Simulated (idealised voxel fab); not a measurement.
process module | voxel quadruple lines
cross-section cut | 195 nm wide | cells 5 nm
A cross-section is a grid of square cells, given in bands from the top down. A band is one or more rows of cells.
Each band's line starts with the height of the band's top and of its bottom, in nm. Then come its materials from left to right, each with its width in nm. One material with "throughout" fills the band from edge to edge. "air" is empty space.
Height 0 is the level under which the wafer as received is all one material. The lowest band goes on downwards, as in "0 down".
A width such as "30 to 40" changes by the same amount from each row of cells to the next, from the band's top row to its bottom row.
"no change" after a step means that no cell of the cross-section changed.
closed voids: empty space of 8 cells or more with no open way to the top, each as width x height at its distance from the left edge, in nm
after a step's settings: what the simulator itself notes on the step
overlay nm, on a step with a mask: how far to the right of its planned place the mask lay; to the left if negative
plan
1 op RECEIVE | material Si
2 op CONFORMAL_DEP | material Al2O3 | thk nm 5
3 op DIRECTIONAL_DEP | material W | thk nm 10
4 op DIRECTIONAL_DEP | material polySi | thk nm 15
5 op DIRECTIONAL_DEP | material aC | thk nm 25
6 op PATTERN | tone cover | mask id MANDREL | material resist | width nm 25 | thk nm 35 | overlay nm 0
7 op DIRECTIONAL_ETCH | etch materials aC | depth nm 25
8 op STRIP | etch materials resist
9 op CONFORMAL_DEP | material SiO2 | thk nm 15
10 op DIRECTIONAL_ETCH | etch materials SiO2 | depth nm 15
11 op STRIP | etch materials aC
12 op DIRECTIONAL_ETCH | etch materials polySi | depth nm 15
13 op STRIP | etch materials SiO2
14 op CONFORMAL_DEP | material SiCN | thk nm 5
15 op DIRECTIONAL_ETCH | etch materials SiCN | depth nm 5
16 op STRIP | etch materials polySi
17 op DIRECTIONAL_ETCH | etch materials W | depth nm 10
18 op STRIP | etch materials SiCN
19 op FILL_DEP | material SiO2 | thk nm 5
20 op CMP | height nm 15
first wafer, as planned
as received, after step 1
  0 down: Si throughout
  closed voids: none
after step 2
  5 to 0: Al2O3 throughout
  below 0: unchanged
after step 3
  15 to 5: W throughout
  below 5: unchanged
after step 4
  30 to 15: polySi throughout
  below 15: unchanged
after step 5
  55 to 30: aC throughout
  below 30: unchanged
after step 6
  90 to 55: air 85 | resist 25 | air 85
  below 55: unchanged
after step 7
  65 to 55: air 85 | resist 25 | air 85
  55 to 30: air 85 | aC 25 | air 85
  below 30: unchanged
after step 8
  55 to 30: air 85 | aC 25 | air 85
  below 30: unchanged
after step 9
  70 to 55: air 70 | SiO2 55 | air 70
  55 to 45: air 70 | SiO2 15 | aC 25 | SiO2 15 | air 70
  45 to 30: SiO2 85 | aC 25 | SiO2 85
  below 30: unchanged
after step 10
  55 to 30: air 70 | SiO2 15 | aC 25 | SiO2 15 | air 70
  below 30: unchanged
after step 11
  55 to 30: air 70 | SiO2 15 | air 25 | SiO2 15 | air 70
  below 30: unchanged
after step 12
  55 to 30: air 70 | SiO2 15 | air 25 | SiO2 15 | air 70
  30 to 15: air 70 | polySi 15 | air 25 | polySi 15 | air 70
  below 15: unchanged
after step 13
  30 to 15: air 70 | polySi 15 | air 25 | polySi 15 | air 70
  below 15: unchanged
after step 14
  35 to 30: air 65 | SiCN 25 | air 15 | SiCN 25 | air 65
  30 to 20: air 65 | SiCN 5 | polySi 15 | SiCN 5 | air 15 | SiCN 5 | polySi 15 | SiCN 5 | air 65
  20 to 15: SiCN 70 | polySi 15 | SiCN 25 | polySi 15 | SiCN 70
  below 15: unchanged
after step 15
  30 to 15: air 65 | SiCN 5 | polySi 15 | SiCN 5 | air 15 | SiCN 5 | polySi 15 | SiCN 5 | air 65
  below 15: unchanged
after step 16
  30 to 15: air 65 | SiCN 5 | air 15 | SiCN 5 | air 15 | SiCN 5 | air 15 | SiCN 5 | air 65
  below 15: unchanged
after step 17
  30 to 15: air 65 | SiCN 5 | air 15 | SiCN 5 | air 15 | SiCN 5 | air 15 | SiCN 5 | air 65
  15 to 5: air 65 | W 5 | air 15 | W 5 | air 15 | W 5 | air 15 | W 5 | air 65
  below 5: unchanged
after step 18
  15 to 5: air 65 | W 5 | air 15 | W 5 | air 15 | W 5 | air 15 | W 5 | air 65
  below 5: unchanged
after step 19
  20 to 15: SiO2 throughout
  15 to 5: SiO2 65 | W 5 | SiO2 15 | W 5 | SiO2 15 | W 5 | SiO2 15 | W 5 | SiO2 65
  below 5: unchanged
after step 20
  15 to 5: SiO2 65 | W 5 | SiO2 15 | W 5 | SiO2 15 | W 5 | SiO2 15 | W 5 | SiO2 65
  below 5: unchanged
second wafer: like start, like plan, one mistake. Through step 5 it matches the first wafer
when step 6 should have ended
  90 to 55: air 90 | resist 25 | air 80
  below 55: unchanged
when step 7 should have ended
  65 to 55: air 90 | resist 25 | air 80
  55 to 30: air 90 | aC 25 | air 80
  below 30: unchanged
when step 8 should have ended
  55 to 30: air 90 | aC 25 | air 80
  below 30: unchanged
when step 9 should have ended
  70 to 55: air 75 | SiO2 55 | air 65
  55 to 45: air 75 | SiO2 15 | aC 25 | SiO2 15 | air 65
  45 to 30: SiO2 90 | aC 25 | SiO2 80
  below 30: unchanged
when step 10 should have ended
  55 to 30: air 75 | SiO2 15 | aC 25 | SiO2 15 | air 65
  below 30: unchanged
when step 11 should have ended
  55 to 30: air 75 | SiO2 15 | air 25 | SiO2 15 | air 65
  below 30: unchanged
when step 12 should have ended
  55 to 30: air 75 | SiO2 15 | air 25 | SiO2 15 | air 65
  30 to 15: air 75 | polySi 15 | air 25 | polySi 15 | air 65
  below 15: unchanged
when step 13 should have ended
  30 to 15: air 75 | polySi 15 | air 25 | polySi 15 | air 65
  below 15: unchanged
when step 14 should have ended
  35 to 30: air 70 | SiCN 25 | air 15 | SiCN 25 | air 60
  30 to 20: air 70 | SiCN 5 | polySi 15 | SiCN 5 | air 15 | SiCN 5 | polySi 15 | SiCN 5 | air 60
  20 to 15: SiCN 75 | polySi 15 | SiCN 25 | polySi 15 | SiCN 65
  below 15: unchanged
when step 15 should have ended
  30 to 15: air 70 | SiCN 5 | polySi 15 | SiCN 5 | air 15 | SiCN 5 | polySi 15 | SiCN 5 | air 60
  below 15: unchanged
when step 16 should have ended
  30 to 15: air 70 | SiCN 5 | air 15 | SiCN 5 | air 15 | SiCN 5 | air 15 | SiCN 5 | air 60
  below 15: unchanged
when step 17 should have ended
  30 to 15: air 70 | SiCN 5 | air 15 | SiCN 5 | air 15 | SiCN 5 | air 15 | SiCN 5 | air 60
  15 to 5: air 70 | W 5 | air 15 | W 5 | air 15 | W 5 | air 15 | W 5 | air 60
  below 5: unchanged
when step 18 should have ended
  15 to 5: air 70 | W 5 | air 15 | W 5 | air 15 | W 5 | air 15 | W 5 | air 60
  below 5: unchanged
when step 19 should have ended
  20 to 15: SiO2 throughout
  15 to 5: SiO2 70 | W 5 | SiO2 15 | W 5 | SiO2 15 | W 5 | SiO2 15 | W 5 | SiO2 60
  below 5: unchanged
when step 20 should have ended
  15 to 5: SiO2 70 | W 5 | SiO2 15 | W 5 | SiO2 15 | W 5 | SiO2 15 | W 5 | SiO2 60
  below 5: unchanged
what went wrong: step 6 ran as: op PATTERN | tone cover | mask id MANDREL | material resist | width nm 25 | thk nm 35 | overlay nm 5
at the end the second wafer has, in cells: as many of each material as the first, in other places
